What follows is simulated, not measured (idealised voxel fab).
process module | voxel gate over fins
cross-section cut | 230 nm wide | cells 5 nm
A cross-section is a grid of square cells, given in bands from the top down. A band is one or more rows of cells.
Each band's line starts with the height of the band's top and of its bottom, in nm. Then come its materials from left to right, each with its width in nm. One material with "throughout" fills the band from edge to edge. "air" is empty space.
Height 0 is the level under which the wafer as received is all one material. The lowest band goes on downwards, as in "0 down".
A width such as "30 to 40" changes by the same amount from each row of cells to the next, from the band's top row to its bottom row.
"no change" after a step means that no cell of the cross-section changed.
closed voids: empty space of 8 cells or more with no open way to the top, each as width x height at its distance from the left edge, in nm
after a step's settings: what the simulator itself notes on the step
overlay nm, on a step with a mask: how far to the right of its planned place the mask lay; to the left if negative
plan
1 op RECEIVE | material Si
2 op CONFORMAL_DEP | material SiN | thk nm 10
3 op PATTERN | tone cover | mask id FINS | material resist | width nm 15 | pitch nm 40 | thk nm 15 | overlay nm 0
4 op DIRECTIONAL_ETCH | etch materials SiN | depth nm 10
5 op DIRECTIONAL_ETCH | etch materials Si | depth nm 40
6 op STRIP | etch materials resist
7 op OXIDIZE | depth nm 5
8 op FILL_DEP | material SiO2 | thk nm 15
9 op CMP | height nm 10
10 op SELECTIVE_ETCH | etch materials SiO2 | depth nm 20
11 op STRIP | etch materials SiN
12 op CONFORMAL_DEP | material HfO2 | thk nm 5
13 op CONFORMAL_DEP | material TiN | thk nm 5
14 op CONFORMAL_DEP | material TiAl | thk nm 5
15 op CONFORMAL_DEP | material TiN | thk nm 5
16 op FILL_DEP | material W | thk nm 10
17 op CMP | height nm 25
18 op CONFORMAL_DEP | material SiCN | thk nm 5
as received, after step 1
  0 down: Si throughout
  closed voids: none
first wafer at the end, as planned
  30 to 25: SiCN throughout
  25 to 20: W throughout
  20 to 15: W 50 | TiN 125 | W 55
  15 to 10: W 50 | TiN 5 | TiAl 35 | TiN 5 | TiAl 35 | TiN 5 | TiAl 35 | TiN 5 | W 55
  10 to 5: TiN 55 | TiAl 5 | TiN 25 | TiAl 5 | TiN 5 | TiAl 5 | TiN 25 | TiAl 5 | TiN 5 | TiAl 5 | TiN 25 | TiAl 5 | TiN 60
  5 to 0: TiAl 60 | TiN 5 | HfO2 15 | TiN 5 | TiAl 15 | TiN 5 | HfO2 15 | TiN 5 | TiAl 15 | TiN 5 | HfO2 15 | TiN 5 | TiAl 65
  0 to -5: TiN 65 | HfO2 5 | Si 5 | HfO2 5 | TiN 25 | HfO2 5 | Si 5 | HfO2 5 | TiN 25 | HfO2 5 | Si 5 | HfO2 5 | TiN 70
  -5 to -10: HfO2 70 | Si 5 | HfO2 35 | Si 5 | HfO2 35 | Si 5 | HfO2 75
  -10 to -45: SiO2 70 | Si 5 | SiO2 35 | Si 5 | SiO2 35 | Si 5 | SiO2 75
  -45 down: Si throughout
  closed voids: none
second wafer at the end: like start, like plan, one mistake
  30 to 25: SiCN throughout
  25 to 20: W throughout
  20 to 15: W 40 | TiN 125 | W 65
  15 to 10: W 40 | TiN 5 | TiAl 35 | TiN 5 | TiAl 35 | TiN 5 | TiAl 35 | TiN 5 | W 65
  10 to 5: TiN 45 | TiAl 5 | TiN 25 | TiAl 5 | TiN 5 | TiAl 5 | TiN 25 | TiAl 5 | TiN 5 | TiAl 5 | TiN 25 | TiAl 5 | TiN 70
  5 to 0: TiAl 50 | TiN 5 | HfO2 15 | TiN 5 | TiAl 15 | TiN 5 | HfO2 15 | TiN 5 | TiAl 15 | TiN 5 | HfO2 15 | TiN 5 | TiAl 75
  0 to -5: TiN 55 | HfO2 5 | Si 5 | HfO2 5 | TiN 25 | HfO2 5 | Si 5 | HfO2 5 | TiN 25 | HfO2 5 | Si 5 | HfO2 5 | TiN 80
  -5 to -10: HfO2 60 | Si 5 | HfO2 35 | Si 5 | HfO2 35 | Si 5 | HfO2 85
  -10 to -45: SiO2 60 | Si 5 | SiO2 35 | Si 5 | SiO2 35 | Si 5 | SiO2 85
  -45 down: Si throughout
  closed voids: none
what went wrong: step 3 ran as: op PATTERN | tone cover | mask id FINS | material resist | width nm 15 | pitch nm 40 | thk nm 15 | overlay nm -10
at the end the second wafer has, in cells: as many of each material as the first, in other places
